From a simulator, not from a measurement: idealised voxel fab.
The following is a process module called voxel transistor to metal.
Shown is cross-section cut, with a width of 145 nm and square cells of size 5 nm.
Cross-section = grid of square cells, listed top down in bands; band = one or more rows. Quick guide to a band line: top height, bottom height (nm) up front; then every material left to right with its width in nm. Only one material and it's marked "edge to edge"? Then it fills the band edge to edge. And "air" just means empty space. Height reference: 0 = level under which incoming wafer is all one material. Lowest band: no bottom, runs on downward, e.g. "0 and below". When a width is written as two numbers, as in "30 to 40", the first number is the width in the top row of cells of the band and the second is the width in its bottom row, and the width changes by the same amount from each row to the next. For the purposes of this document, the phrase "remains unaltered" attached to a step denotes that no cell within the cross-section was modified by that step. Look at "Cavities, closed" for the closed voids: empty spaces with no open path to the top, sized 8 cells or up. Each is width x height at distance, distance from the left edge, all nm. Step line, after settings: the simulator's comment on this step. "overlay nm" answers the question of how far to the right of plan the mask lay on a step that has a mask, and when it is negative the answer is to the left.

THE PLANNED PROCESS STEPS ARE ENUMERATED HEREUNDER
1. RECEIVE (material Si)
2. OXIDIZE (depth nm 5)
3. CONFORMAL_DEP (material SiN; thk nm 10)
4. DIRECTIONAL_DEP (material aC; thk nm 10)
5. PATTERN (tone cover; mask id ACTIVE; material resist; width nm 105; thk nm 30; overlay nm 0)
6. DIRECTIONAL_ETCH (etch materials aC; depth nm 10)
7. STRIP (etch materials resist)
8. DIRECTIONAL_ETCH (etch materials SiN; depth nm 10)
9. DIRECTIONAL_ETCH (etch materials SiO2; depth nm 5)
10. DIRECTIONAL_ETCH (etch materials Si; depth nm 25)
11. STRIP (etch materials aC)
12. FILL_DEP (material SiO2; thk nm 5)
13. CMP (height nm 10)
14. SELECTIVE_ETCH (etch materials SiO2; depth nm 10)
15. STRIP (etch materials SiN)
16. SELECTIVE_ETCH (etch materials SiO2; depth nm 5)
17. OXIDIZE (depth nm 5)
18. DIRECTIONAL_DEP (material polySi; thk nm 30)
19. DIRECTIONAL_DEP (material SiCN; thk nm 10)
20. DIRECTIONAL_DEP (material aC; thk nm 15)
21. PATTERN (tone cover; mask id GATE; material resist; width nm 35; thk nm 30; overlay nm 0)
22. DIRECTIONAL_ETCH (etch materials aC; depth nm 15)
23. STRIP (etch materials resist)
24. DIRECTIONAL_ETCH (etch materials SiCN; depth nm 20)
25. DIRECTIONAL_ETCH (etch materials polySi; depth nm 40)
26. STRIP (etch materials aC)
27. CONFORMAL_DEP (material SiN; thk nm 5)
28. DIRECTIONAL_ETCH (etch materials SiN; depth nm 5)
29. DIRECTIONAL_ETCH (etch materials SiO2; depth nm 5)
30. DIRECTIONAL_ETCH (etch materials Si; depth nm 5)
31. EPI (material SiGe; thk nm 5)
32. FILL_DEP (material SiO2; thk nm 10)
33. CMP (height nm 25)
34. STRIP (etch materials polySi)
35. SELECTIVE_ETCH (etch materials SiO2; depth nm 5)
36. CONFORMAL_DEP (material HfO2; thk nm 5)
37. CONFORMAL_DEP (material TiN; thk nm 5)
38. FILL_DEP (material W; thk nm 5)
39. CMP (height nm 20)
40. DIRECTIONAL_DEP (material SiO2; thk nm 15)
41. DIRECTIONAL_DEP (material aC; thk nm 10)
42. PATTERN (tone open; mask id CONTACT; material resist; width nm 15; pitch nm 80; thk nm 30; overlay nm 0)
43. DIRECTIONAL_ETCH (etch materials aC; depth nm 10)
44. STRIP (etch materials resist)
45. DIRECTIONAL_ETCH (etch materials SiO2; depth nm 45)
46. STRIP (etch materials aC)
47. CONFORMAL_DEP (material TiN; thk nm 5)
48. FILL_DEP (material Ru; thk nm 5)
49. CMP (height nm 35)
50. CONFORMAL_DEP (material SiCN; thk nm 5)
51. DIRECTIONAL_DEP (material SiO2; thk nm 25)
52. MASKED_ETCH (tone open; mask id METAL_1; width nm 15; pitch nm 80; etch materials SiO2; depth nm 25; overlay nm 0)
53. MASKED_ETCH (tone open; mask id METAL_1; width nm 15; pitch nm 80; etch materials SiCN; depth nm 5; overlay nm 0)
54. CONFORMAL_DEP (material TiN; thk nm 5)
55. FILL_DEP (material Ru; thk nm 5)
56. CMP (height nm 65)
57. EPI (material Ru; thk nm 5)
58. FILL_DEP (material SiCN; thk nm 5)

CROSS-SECTION OF THE WAFER AT RECEIPT, WHICH IS THE CONDITION AFTER STEP 1
    0 and below  Si edge to edge
    Cavities, closed: none

FINAL CROSS-SECTION, MODULE RUN WITH ONE MISTAKE (START AND PLAN AS ABOVE)
    75 down to 70  SiCN edge to edge
    70 down to 65  SiCN 20 nm / Ru 25 nm / SiCN 55 nm / Ru 25 nm / SiCN 20 nm
    65 down to 40  SiO2 25 nm / TiN 5 nm / Ru 5 nm / TiN 5 nm / SiO2 65 nm / TiN 5 nm / Ru 5 nm / TiN 5 nm / SiO2 25 nm
    40 down to 35  SiCN 25 nm / TiN 15 nm / SiCN 65 nm / TiN 15 nm / SiCN 25 nm
    35 down to 20  SiO2 25 nm / TiN 5 nm / Ru 5 nm / TiN 5 nm / SiO2 65 nm / TiN 5 nm / Ru 5 nm / TiN 5 nm / SiO2 25 nm
    20 down to -5  SiO2 25 nm / TiN 5 nm / Ru 5 nm / TiN 5 nm / SiO2 10 nm / SiN 5 nm / TiN 5 nm / W 25 nm / TiN 5 nm / SiN 5 nm / SiO2 10 nm / TiN 5 nm / Ru 5 nm / TiN 5 nm / SiO2 25 nm
    -5 down to -10  SiO2 25 nm / TiN 15 nm / SiO2 5 nm / SiGe 5 nm / TiN 45 nm / SiGe 5 nm / SiO2 5 nm / TiN 15 nm / SiO2 25 nm
    -10 down to -15  SiO2 20 nm / SiGe 30 nm / Si 45 nm / SiGe 30 nm / SiO2 20 nm
    -15 down to -30  SiO2 20 nm / Si 105 nm / SiO2 20 nm
    -30 and below  Si edge to edge
    Cavities, closed: none
What was the processing mistake? step 36 of the plan was excluded from execution and never run
